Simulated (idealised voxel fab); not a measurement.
Process module name: voxel capacitor over wiring
Square cells of 5 nm make up the cross-section cut, whose width is 160 nm.
In what follows, cross-sections appear as grids of square cells, described through bands that run from the top down, where every band is one or more rows of cells.
Per band: top height and bottom height in nm, followed by the left-to-right materials and their widths in nm; "all across" marks a single material spanning edge to edge, "air" marks empty space.
Height datum 0, below which the as-received substrate wafer is one material. Lowest band open at the bottom, running downward: "0 down".
The width entry "30 to 40" should be interpreted row by row: the top row of cells in the band takes the first number, the bottom row takes the second number, and the change between adjacent rows is uniform throughout.
Given "no modification" for a step, no cell of the cross-section differs between before and after that step.
"Trapped cavities": empty spaces of 8 cells or more with no open way to the top, each given as width x height at distance, distance from the left edge, all in nm.
On each step's line, the part that comes after the settings is the simulator's own comment on the step.
A step line may carry the setting "overlay nm", which, for steps involving a mask, states the distance by which the mask lay to the right of its intended position; negative values denote displacement to the left.
Steps in the process plan
1) RECEIVE,material Si
2) CONFORMAL_DEP,material SiO2,thk nm 15
3) CONFORMAL_DEP,material SiN,thk nm 5
4) DIRECTIONAL_DEP,material lowk,thk nm 20
5) DIRECTIONAL_DEP,material aC,thk nm 10
6) PATTERN,tone open,mask id METAL_1,material resist,width nm 30,pitch nm 95,thk nm 30,overlay nm 0
7) DIRECTIONAL_ETCH,etch materials aC,depth nm 10
8) STRIP,etch materials resist
9) DIRECTIONAL_ETCH,etch materials lowk,depth nm 20
10) DIRECTIONAL_ETCH,etch materials SiN,depth nm 5
11) STRIP,etch materials aC
12) CONFORMAL_DEP,material TiN,thk nm 5
13) FILL_DEP,material W,thk nm 10
14) CMP,height nm 40
15) CONFORMAL_DEP,material SiCN,thk nm 5
16) DIRECTIONAL_DEP,material SiO2,thk nm 10
17) DIRECTIONAL_DEP,material aC,thk nm 15
18) PATTERN,tone open,mask id PLUG_1,material resist,width nm 15,thk nm 35,overlay nm 0
19) DIRECTIONAL_ETCH,etch materials aC,depth nm 15
20) STRIP,etch materials resist
21) DIRECTIONAL_ETCH,etch materials SiO2,depth nm 10
22) DIRECTIONAL_ETCH,etch materials SiCN,depth nm 5
23) STRIP,etch materials aC
24) CONFORMAL_DEP,material TiN,thk nm 5
25) FILL_DEP,material W,thk nm 5
26) CMP,height nm 55
27) DIRECTIONAL_DEP,material TiN,thk nm 5
28) DIRECTIONAL_DEP,material HfO2,thk nm 5
29) DIRECTIONAL_DEP,material TiN,thk nm 10
30) PATTERN,tone cover,mask id UPPER_PLATE,material resist,width nm 70,thk nm 15,overlay nm 0
31) DIRECTIONAL_ETCH,etch materials TiN,depth nm 10
32) DIRECTIONAL_ETCH,etch materials HfO2,depth nm 5
33) STRIP,etch materials resist
34) DIRECTIONAL_DEP,material aC,thk nm 10
35) PATTERN,tone cover,mask id LOWER_PLATE,material resist,width nm 80,thk nm 30,overlay nm 0
36) DIRECTIONAL_ETCH,etch materials aC,depth nm 10
37) STRIP,etch materials resist
38) DIRECTIONAL_ETCH,etch materials TiN,depth nm 5
39) STRIP,etch materials aC
40) FILL_DEP,material SiO2,thk nm 15
41) CMP,height nm 85
42) DIRECTIONAL_DEP,material aC,thk nm 15
43) PATTERN,tone open,mask id PLUG_2,material resist,width nm 15,thk nm 35,overlay nm -15
44) DIRECTIONAL_ETCH,etch materials aC,depth nm 15
45) STRIP,etch materials resist
46) DIRECTIONAL_ETCH,etch materials SiO2,depth nm 10
47) STRIP,etch materials aC
48) CONFORMAL_DEP,material TiN,thk nm 5
49) FILL_DEP,material Cu,thk nm 10
50) CMP,height nm 85
51) CONFORMAL_DEP,material SiCN,thk nm 5
The plan's step 43 overlay nm is the first wafer's value; the wafers differ in this setting and start identical.
Cut through the first of several wafers as received, post step 1
	0 down: Si all across
	Trapped cavities: none
End-of-module cross-section, first of several wafers, after last step 51
	90 to 85: SiCN all across
	85 to 80: SiO2 25 / TiN 5 / Cu 5 / TiN 5 / SiO2 120
	80 to 75: SiO2 25 / TiN 15 / SiO2 120
	75 to 65: SiO2 30 / TiN 70 / SiO2 60
	65 to 60: SiO2 30 / HfO2 70 / SiO2 60
	60 to 55: SiO2 25 / TiN 80 / SiO2 55
	55 to 45: SiO2 30 / TiN 5 / W 5 / TiN 5 / SiO2 115
	45 to 40: SiCN 30 / TiN 15 / SiCN 115
	40 to 20: lowk 15 / TiN 5 / W 20 / TiN 5 / lowk 65 / TiN 5 / W 20 / TiN 5 / lowk 20
	20 to 15: SiN 15 / TiN 30 / SiN 65 / TiN 30 / SiN 20
	15 to 0: SiO2 all across
	0 down: Si all across
	Trapped cavities: none
So this is the cross-section on the last wafer at the end of the module
	90 to 85: SiCN all across
	85 to 80: SiO2 55 / TiN 5 / Cu 5 / TiN 5 / SiO2 90
	80 to 75: SiO2 55 / TiN 15 / SiO2 90
	75 to 65: SiO2 30 / TiN 70 / SiO2 60
	65 to 60: SiO2 30 / HfO2 70 / SiO2 60
	60 to 55: SiO2 25 / TiN 80 / SiO2 55
	55 to 45: SiO2 30 / TiN 5 / W 5 / TiN 5 / SiO2 115
	45 to 40: SiCN 30 / TiN 15 / SiCN 115
	40 to 20: lowk 15 / TiN 5 / W 20 / TiN 5 / lowk 65 / TiN 5 / W 20 / TiN 5 / lowk 20
	20 to 15: SiN 15 / TiN 30 / SiN 65 / TiN 30 / SiN 20
	15 to 0: SiO2 all across
	0 down: Si all across
	Trapped cavities: none
Below: a row per wafer. Contents at end of module: for every material, cells gained since receipt (+) or lost since receipt (-); then closed voids
overlay nm -15; +1 Cu; +14 HfO2; +61 SiCN; +20 SiN; +282 SiO2; +84 TiN; +34 W; +80 lowk; Trapped cavities: none
overlay nm -10; +1 Cu; +14 HfO2; +61 SiCN; +20 SiN; +282 SiO2; +84 TiN; +34 W; +80 lowk; Trapped cavities: none
overlay nm -5; +1 Cu; +14 HfO2; +61 SiCN; +20 SiN; +282 SiO2; +84 TiN; +34 W; +80 lowk; Trapped cavities: none
overlay nm 0; +1 Cu; +14 HfO2; +61 SiCN; +20 SiN; +282 SiO2; +84 TiN; +34 W; +80 lowk; Trapped cavities: none
overlay nm 5; +1 Cu; +14 HfO2; +61 SiCN; +20 SiN; +282 SiO2; +84 TiN; +34 W; +80 lowk; Trapped cavities: none
overlay nm 10; +1 Cu; +14 HfO2; +61 SiCN; +20 SiN; +282 SiO2; +84 TiN; +34 W; +80 lowk; Trapped cavities: none
overlay nm 15; +1 Cu; +14 HfO2; +61 SiCN; +20 SiN; +282 SiO2; +84 TiN; +34 W; +80 lowk; Trapped cavities: none
